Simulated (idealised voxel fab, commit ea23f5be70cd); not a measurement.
process module | voxel spacer lines
cross-section cut | 225 nm wide | cells 5 nm
A cross-section is a grid of square cells, given in bands from the top down. A band is one or more rows of cells.
Each band's line starts with the height of the band's top and of its bottom, in nm. Then come its materials from left to right, each with its width in nm. One material with "throughout" fills the band from edge to edge. "air" is empty space.
Height 0 is the level under which the wafer as received is all one material. The lowest band goes on downwards, as in "0 down".
A width such as "30 to 40" changes by the same amount from each row of cells to the next, from the band's top row to its bottom row.
"no change" after a step means that no cell of the cross-section changed.
closed voids: empty space of 8 cells or more with no open way to the top, each as width x height at its distance from the left edge, in nm
after a step's settings: what the simulator itself notes on the step
overlay nm, on a step with a mask: how far to the right of its planned place the mask lay; to the left if negative
plan
1 op RECEIVE | material Si
2 op CONFORMAL_DEP | material Al2O3 | thk nm 10
3 op DIRECTIONAL_DEP | material TiN | thk nm 10
4 op DIRECTIONAL_DEP | material aC | thk nm 25
5 op PATTERN | tone cover | mask id MANDREL | material resist | width nm 25 | pitch nm 70 | thk nm 35 | overlay nm 0
6 op DIRECTIONAL_ETCH | etch materials aC | depth nm 25
7 op STRIP | etch materials resist
8 op CONFORMAL_DEP | material SiO2 | thk nm 10
9 op DIRECTIONAL_ETCH | etch materials SiO2 | depth nm 5
10 op STRIP | etch materials aC
11 op DIRECTIONAL_ETCH | etch materials TiN | depth nm 10
12 op STRIP | etch materials SiO2
13 op FILL_DEP | material lowk | thk nm 10
14 op CMP | height nm 20
varied across the wafers: depth nm of step 9. The plan shows the first wafer's value. All wafers start alike
first wafer as received, after step 1
  0 down: Si throughout
  closed voids: none
first wafer at the end, after step 14
  20 to 10: TiN throughout
  10 to 0: Al2O3 throughout
  0 down: Si throughout
  closed voids: none
last wafer at the end
  20 to 10: lowk 20 | TiN 10 | lowk 25 | TiN 10 | lowk 25 | TiN 10 | lowk 25 | TiN 10 | lowk 25 | TiN 10 | lowk 25 | TiN 10 | lowk 20
  10 to 0: Al2O3 throughout
  0 down: Si throughout
  closed voids: none
each wafer at the end: cells of each material gained (+) or lost (-) since it was received, then its closed voids
depth nm 5 | +90 Al2O3 | +90 TiN | closed voids: none
depth nm 10 | +90 Al2O3 | +24 TiN | +66 lowk | closed voids: none
depth nm 15 | +90 Al2O3 | +24 TiN | +66 lowk | closed voids: none
depth nm 20 | +90 Al2O3 | +24 TiN | +66 lowk | closed voids: none
depth nm 25 | +90 Al2O3 | +24 TiN | +66 lowk | closed voids: none
